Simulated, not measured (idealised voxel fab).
Process module under the name voxel self aligned vias
Section cut is 235 nm wide and gridded with 5 nm square cells.
Square cells in a grid make up a cross-section in this document, and the grid is given as bands, listed from the top down, each one or more rows of cells. Basically the band line says how high the top is and how high the bottom is, in nm, and then what's in it from left to right, every material with its width in nm. Empty space shows up as "blank", and if a single material carries "everywhere" it runs the full band edge to edge. Height 0 is the level under which the wafer as received is all one material. The lowest band goes on downwards, as in "0 -> down". Graded width ("30 to 40"): value in top row of band = first number; value in bottom row = second number; row-to-row change constant. Basically "all unchanged" means that step didn't change any cell in the cross-section. Closed internal cavities: empty space of 8 cells or more with no open way to the top, each as width x height at its distance from the left edge, in nm. If you see something after the settings on a step's line, that's the simulator's own remark about that step. "overlay nm" answers the question of how far to the right of plan the mask lay on a step that has a mask, and when it is negative the answer is to the left.
The process steps that were planned are listed below:
1) op RECEIVE | material Si
2) op CONFORMAL_DEP | material SiO2 | thk nm 10
3) op CONFORMAL_DEP | material SiCN | thk nm 5
4) op DIRECTIONAL_DEP | material lowk | thk nm 30
5) op PATTERN | tone open | mask id LINES | material resist | width nm 25 | pitch nm 65 | thk nm 15 | overlay nm 0
6) op DIRECTIONAL_ETCH | etch materials lowk | depth nm 30
7) op STRIP | etch materials resist
8) op CONFORMAL_DEP | material TiN | thk nm 5
9) op FILL_DEP | material Ru | thk nm 5
10) op CMP | height nm 45
11) op SELECTIVE_ETCH | etch materials W Ru TiN | depth nm 5
12) op FILL_DEP | material SiN | thk nm 5
13) op CMP | height nm 45
14) op DIRECTIONAL_DEP | material lowk | thk nm 20
15) op MASKED_ETCH | tone open | mask id VIAS | width nm 35 | pitch nm 65 | etch materials lowk | depth nm 20 | overlay nm 0
16) op MASKED_ETCH | tone open | mask id VIAS | width nm 35 | pitch nm 65 | etch materials SiN | depth nm 5 | overlay nm 0
17) op CONFORMAL_DEP | material TiN | thk nm 5
18) op FILL_DEP | material W | thk nm 10
19) op CMP | height nm 65
20) op CONFORMAL_DEP | material SiN | thk nm 5
The cross-section here shows the wafer as received, i.e. in its state after step 1:
	0 -> down | Si everywhere
	Closed internal cavities: none
First of two wafers: cross-section at end of module, run per plan:
	70 -> 65 | SiN everywhere
	65 -> 50 | 35 nm lowk; 5 nm TiN; 25 nm W; 5 nm TiN; 30 nm lowk; 5 nm TiN; 25 nm W; 5 nm TiN; 30 nm lowk; 5 nm TiN; 25 nm W; 5 nm TiN; 35 nm lowk
	50 -> 45 | 35 nm lowk; 10 nm TiN; 15 nm W; 10 nm TiN; 30 nm lowk; 10 nm TiN; 15 nm W; 10 nm TiN; 30 nm lowk; 10 nm TiN; 15 nm W; 10 nm TiN; 35 nm lowk
	45 -> 40 | 40 nm lowk; 25 nm TiN; 40 nm lowk; 25 nm TiN; 40 nm lowk; 25 nm TiN; 40 nm lowk
	40 -> 20 | 40 nm lowk; 5 nm TiN; 15 nm Ru; 5 nm TiN; 40 nm lowk; 5 nm TiN; 15 nm Ru; 5 nm TiN; 40 nm lowk; 5 nm TiN; 15 nm Ru; 5 nm TiN; 40 nm lowk
	20 -> 15 | 40 nm lowk; 25 nm TiN; 40 nm lowk; 25 nm TiN; 40 nm lowk; 25 nm TiN; 40 nm lowk
	15 -> 10 | SiCN everywhere
	10 -> 0 | SiO2 everywhere
	0 -> down | Si everywhere
	Closed internal cavities: none
Module end: cross-section of wafer two of two. Same start and process plan as the first wafer. One mistake during execution:
	70 -> 65 | SiN everywhere
	65 -> 45 | 35 nm lowk; 5 nm TiN; 25 nm W; 5 nm TiN; 30 nm lowk; 5 nm TiN; 25 nm W; 5 nm TiN; 30 nm lowk; 5 nm TiN; 25 nm W; 5 nm TiN; 35 nm lowk
	45 -> 40 | 35 nm SiN; 35 nm TiN; 30 nm SiN; 35 nm TiN; 30 nm SiN; 35 nm TiN; 35 nm SiN
	40 -> 35 | 40 nm lowk; 25 nm SiN; 40 nm lowk; 25 nm SiN; 40 nm lowk; 25 nm SiN; 40 nm lowk
	35 -> 20 | 40 nm lowk; 5 nm TiN; 15 nm Ru; 5 nm TiN; 40 nm lowk; 5 nm TiN; 15 nm Ru; 5 nm TiN; 40 nm lowk; 5 nm TiN; 15 nm Ru; 5 nm TiN; 40 nm lowk
	20 -> 15 | 40 nm lowk; 25 nm TiN; 40 nm lowk; 25 nm TiN; 40 nm lowk; 25 nm TiN; 40 nm lowk
	15 -> 10 | SiCN everywhere
	10 -> 0 | SiO2 everywhere
	0 -> down | Si everywhere
	Closed internal cavities: none
Plan not followed: planned and actual differ for step 10; actual: op CMP | height nm 40
Once processing is complete, comparing cell counts shows that the second wafer has more or fewer of certain materials than the first: Ru: 9 fewer, SiN: 41 more, TiN: 6 fewer, W: 6 more, lowk: 32 fewer
